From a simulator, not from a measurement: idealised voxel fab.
Process module in this document: voxel capacitor over wiring
FYI the section here is cut, 300 nm wide, cells are 5 nm squares.
Each cross-section below is a grid of square cells, stated as bands in top-down order, with one or more rows of cells making up each band.
Heights first: top, then bottom, in nm. Then materials, left to right, each with a width in nm. "everywhere" on a single material: fills the band edge to edge. "air": empty space.
All heights in this document are referenced to 0, defined as the level beneath which the wafer, as received, consists entirely of one material. The lowest band is not bounded below; it extends indefinitely downward and is written in the form "from 0 down".
The expression "30->40" gives the width at the extremes of the band, the first number at its top row of cells and the second at its bottom row, with the width changing by equal amounts from each row to the next in between.
Key: "same as before" - step with no changed cell in the cross-section.
Entry "Trapped void list" = empty spaces >= 8 cells with no open way to the top; each as width x height at distance, distance from left edge, all nm.
Heads up: the bit after the settings on a step's line is the simulator's remark on that step.
overlay nm: step with mask; distance mask lay right of planned place; negative value = left of planned place.

### Process steps foreseen in the plan
1) RECEIVE (material Si)
2) CONFORMAL_DEP (material SiO2; thk nm 15)
3) DIRECTIONAL_DEP (material TiN; thk nm 5)
4) DIRECTIONAL_DEP (material Ru; thk nm 20)
5) DIRECTIONAL_DEP (material aC; thk nm 15)
6) PATTERN (tone cover; mask id METAL_1; material resist; width nm 25; pitch nm 90; thk nm 35; overlay nm 0)
7) DIRECTIONAL_ETCH (etch materials aC; depth nm 15)
8) STRIP (etch materials resist)
9) DIRECTIONAL_ETCH (etch materials Ru; depth nm 20)
10) DIRECTIONAL_ETCH (etch materials TiN; depth nm 5)
11) STRIP (etch materials aC)
12) FILL_DEP (material lowk; thk nm 10)
13) CMP (height nm 40)
14) CONFORMAL_DEP (material SiCN; thk nm 5)
15) DIRECTIONAL_DEP (material lowk; thk nm 20)
16) PATTERN (tone open; mask id PLUG_1; material resist; width nm 15; thk nm 20; overlay nm 0)
17) DIRECTIONAL_ETCH (etch materials lowk; depth nm 20)
18) DIRECTIONAL_ETCH (etch materials SiCN; depth nm 5)
19) STRIP (etch materials resist)
20) CONFORMAL_DEP (material TiN; thk nm 5)
21) FILL_DEP (material W; thk nm 10)
22) CMP (height nm 65)
23) DIRECTIONAL_DEP (material TiN; thk nm 5)
24) DIRECTIONAL_DEP (material Al2O3; thk nm 5)
25) DIRECTIONAL_DEP (material TiN; thk nm 10)
26) DIRECTIONAL_DEP (material aC; thk nm 15)
27) PATTERN (tone cover; mask id UPPER_PLATE; material resist; width nm 70; thk nm 30; overlay nm 0)
28) DIRECTIONAL_ETCH (etch materials aC; depth nm 15)
29) STRIP (etch materials resist)
30) DIRECTIONAL_ETCH (etch materials TiN; depth nm 10)
31) DIRECTIONAL_ETCH (etch materials Al2O3; depth nm 5)
32) STRIP (etch materials aC)
33) MASKED_ETCH (tone cover; mask id LOWER_PLATE; width nm 80; etch materials TiN; depth nm 5; overlay nm 0)
34) FILL_DEP (material SiO2; thk nm 20)
35) CMP (height nm 100)
36) PATTERN (tone open; mask id PLUG_2; material resist; width nm 15; thk nm 20; overlay nm 0)
37) DIRECTIONAL_ETCH (etch materials SiO2; depth nm 15)
38) STRIP (etch materials resist)
39) CONFORMAL_DEP (material TiN; thk nm 5)
40) FILL_DEP (material Ru; thk nm 5)
41) CMP (height nm 100)
42) CONFORMAL_DEP (material SiN; thk nm 5)

### As received (post step 1): cross-section
  from 0 down: Si everywhere
  Trapped void list: none

### Starting structure and process plan are as shown above, but one mistake was made in running the module; the wafer cross-section at the end of the module follows
  from 105 to 100: SiN everywhere
  from 100 to 90: SiO2 110 | TiN 5 | Ru 5 | TiN 5 | SiO2 175
  from 90 to 85: SiO2 110 | TiN 15 | SiO2 175
  from 85 to 75: SiO2 100 | TiN 70 | SiO2 130
  from 75 to 70: SiO2 100 | Al2O3 70 | SiO2 130
  from 70 to 65: SiO2 95 | TiN 80 | SiO2 125
  from 65 to 45: lowk 100 | TiN 5 | W 5 | TiN 5 | lowk 185
  from 45 to 40: SiCN 100 | TiN 15 | SiCN 185
  from 40 to 30: lowk 90 | Ru 25 | lowk 65 | Ru 25 | lowk 95
  from 30 to 25: lowk 90 | TiN 25 | lowk 65 | TiN 25 | lowk 95
  from 25 to 0: SiO2 everywhere
  from 0 down: Si everywhere
  Trapped void list: none
Short version of what went wrong: step 2 off recipe, ran as CONFORMAL_DEP (material SiO2; thk nm 25)
